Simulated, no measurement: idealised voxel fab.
A process module follows: voxel wiring stack.
Section shown: cut. Width: 180 nm. Cell size: 5 nm, square.
Cross-section = grid of square cells, listed top down in bands; band = one or more rows. What a band's entry tells you: where the top is and where the bottom is, as heights in nm, and after that what lies inside, material by material from left to right, each with its width in nm. Empty space is written as the word "blank", and a single material marked with the word "everywhere" occupies the band from edge to edge. The reference from which all heights are counted is 0, the level beneath which the as-received wafer is entirely one material; the lowest band, having no lower bound, proceeds downward and is written after the example "z 0 and below". Quick explanation for "30 to 40": the width changes in equal steps down the rows of cells, from the first number in the band's top row to the second number in its bottom row. No cell of the cross-section changed in a step that is given as "stayed the same". Basically, "Trapped cavities" tells you about the enclosed voids: empty spaces with no open way to the top, 8 cells or bigger, each written width x height at distance, where distance is from the left edge, all in nm. The remark found on a step's line after its settings is issued by the simulator itself and pertains to that step. Among the settings permitted on a step's line is "overlay nm"; applied to a step with a mask, it specifies the extent to which the mask lay to the right of its planned position, whereas a negative figure signifies a position to the left.
So here's the lineup of process steps we planned:
1. RECEIVE, material Si
2. CONFORMAL_DEP, material SiO2, thk nm 10
3. DIRECTIONAL_DEP, material TiN, thk nm 5
4. DIRECTIONAL_DEP, material W, thk nm 20
5. MASKED_ETCH, tone cover, mask id METAL_1, width nm 25, pitch nm 45, etch materials W, depth nm 20, overlay nm 0
6. MASKED_ETCH, tone cover, mask id METAL_1, width nm 25, pitch nm 45, etch materials TiN, depth nm 5, overlay nm 0
7. FILL_DEP, material SiO2, thk nm 5
8. CMP, height nm 35
9. CONFORMAL_DEP, material SiCN, thk nm 5
10. DIRECTIONAL_DEP, material lowk, thk nm 25
11. DIRECTIONAL_DEP, material aC, thk nm 15
12. PATTERN, tone open, mask id METAL_2_HOLES, material resist, width nm 15, pitch nm 45, thk nm 30, overlay nm 0
13. DIRECTIONAL_ETCH, etch materials aC, depth nm 15
14. STRIP, etch materials resist
15. DIRECTIONAL_ETCH, etch materials lowk, depth nm 25
16. STRIP, etch materials aC
17. PATTERN, tone open, mask id METAL_2, material resist, width nm 25, pitch nm 45, thk nm 15, overlay nm 0
18. DIRECTIONAL_ETCH, etch materials lowk, depth nm 15
19. DIRECTIONAL_ETCH, etch materials SiCN, depth nm 5
20. STRIP, etch materials resist
21. CONFORMAL_DEP, material TiN, thk nm 5
22. FILL_DEP, material Cu, thk nm 10
23. CMP, height nm 65
24. CONFORMAL_DEP, material SiCN, thk nm 5
25. DIRECTIONAL_DEP, material SiO2, thk nm 25
26. MASKED_ETCH, tone open, mask id METAL_3_HOLES, width nm 15, pitch nm 45, etch materials SiO2, depth nm 25, overlay nm 0
27. DIRECTIONAL_DEP, material aC, thk nm 15
28. PATTERN, tone open, mask id METAL_3, material resist, width nm 25, pitch nm 45, thk nm 30, overlay nm 0
29. DIRECTIONAL_ETCH, etch materials aC, depth nm 15
30. STRIP, etch materials resist
31. DIRECTIONAL_ETCH, etch materials SiO2, depth nm 15
32. DIRECTIONAL_ETCH, etch materials SiCN, depth nm 5
33. STRIP, etch materials aC
34. CONFORMAL_DEP, material TiN, thk nm 5
35. FILL_DEP, material Cu, thk nm 5
36. CMP, height nm 95
37. CONFORMAL_DEP, material SiCN, thk nm 5
Received-state cross-section, reflecting completion of step 1:
	z 0 and below  Si everywhere
	Trapped cavities: none
First of two wafers, end-of-module section, run followed plan:
	z 100 to 95  SiCN everywhere
	z 95 to 85  SiO2 55 nm  TiN 5 nm  Cu 15 nm  TiN 5 nm  SiO2 20 nm  TiN 5 nm  Cu 15 nm  TiN 5 nm  SiO2 55 nm
	z 85 to 80  SiO2 55 nm  TiN 5 nm  Cu 5 nm  TiN 15 nm  SiO2 20 nm  TiN 5 nm  Cu 5 nm  TiN 15 nm  SiO2 55 nm
	z 80 to 70  SiO2 55 nm  TiN 5 nm  Cu 5 nm  TiN 5 nm  SiO2 30 nm  TiN 5 nm  Cu 5 nm  TiN 5 nm  SiO2 65 nm
	z 70 to 65  SiCN 55 nm  TiN 15 nm  SiCN 30 nm  TiN 15 nm  SiCN 65 nm
	z 65 to 55  lowk 55 nm  TiN 5 nm  Cu 15 nm  TiN 5 nm  lowk 20 nm  TiN 5 nm  Cu 15 nm  TiN 5 nm  lowk 55 nm
	z 55 to 50  lowk 55 nm  TiN 5 nm  Cu 5 nm  TiN 15 nm  lowk 20 nm  TiN 5 nm  Cu 5 nm  TiN 15 nm  lowk 55 nm
	z 50 to 40  lowk 55 nm  TiN 5 nm  Cu 5 nm  TiN 5 nm  lowk 30 nm  TiN 5 nm  Cu 5 nm  TiN 5 nm  lowk 65 nm
	z 40 to 35  SiCN 55 nm  TiN 15 nm  SiCN 30 nm  TiN 15 nm  SiCN 65 nm
	z 35 to 15  SiO2 55 nm  W 25 nm  SiO2 20 nm  W 25 nm  SiO2 55 nm
	z 15 to 10  SiO2 55 nm  TiN 25 nm  SiO2 20 nm  TiN 25 nm  SiO2 55 nm
	z 10 to 0  SiO2 everywhere
	z 0 and below  Si everywhere
	Trapped cavities: none
Same start, same plan as the first wafer - but one mistake in the run. Cross-section of the second of the two at the end of the module:
	z 100 to 95  SiCN everywhere
	z 95 to 85  SiO2 55 nm  TiN 5 nm  Cu 15 nm  TiN 5 nm  SiO2 20 nm  TiN 5 nm  Cu 15 nm  TiN 5 nm  SiO2 55 nm
	z 85 to 80  SiO2 55 nm  TiN 5 nm  Cu 5 nm  TiN 15 nm  SiO2 20 nm  TiN 5 nm  Cu 5 nm  TiN 15 nm  SiO2 55 nm
	z 80 to 70  SiO2 55 nm  TiN 5 nm  Cu 5 nm  TiN 5 nm  SiO2 30 nm  TiN 5 nm  Cu 5 nm  TiN 5 nm  SiO2 65 nm
	z 70 to 65  SiCN 55 nm  TiN 15 nm  SiCN 30 nm  TiN 15 nm  SiCN 65 nm
	z 65 to 55  lowk 55 nm  TiN 5 nm  SiO2 15 nm  TiN 5 nm  lowk 20 nm  TiN 5 nm  SiO2 15 nm  TiN 5 nm  lowk 55 nm
	z 55 to 50  lowk 55 nm  TiN 5 nm  SiO2 5 nm  TiN 15 nm  lowk 20 nm  TiN 5 nm  SiO2 5 nm  TiN 15 nm  lowk 55 nm
	z 50 to 40  lowk 55 nm  TiN 5 nm  SiO2 5 nm  TiN 5 nm  lowk 30 nm  TiN 5 nm  SiO2 5 nm  TiN 5 nm  lowk 65 nm
	z 40 to 35  SiCN 55 nm  TiN 15 nm  SiCN 30 nm  TiN 15 nm  SiCN 65 nm
	z 35 to 15  SiO2 55 nm  W 25 nm  SiO2 20 nm  W 25 nm  SiO2 55 nm
	z 15 to 10  SiO2 55 nm  TiN 25 nm  SiO2 20 nm  TiN 25 nm  SiO2 55 nm
	z 10 to 0  SiO2 everywhere
	z 0 and below  Si everywhere
	Trapped cavities: none
It is concluded that the wafer was processed incorrectly with respect to the plan, in that step 22, actual vs plan mismatch, actual run FILL_DEP, material SiO2, thk nm 10
Heads up, by the end the second wafer has more or fewer cells of some materials compared to the first: Cu -18; SiO2 +18
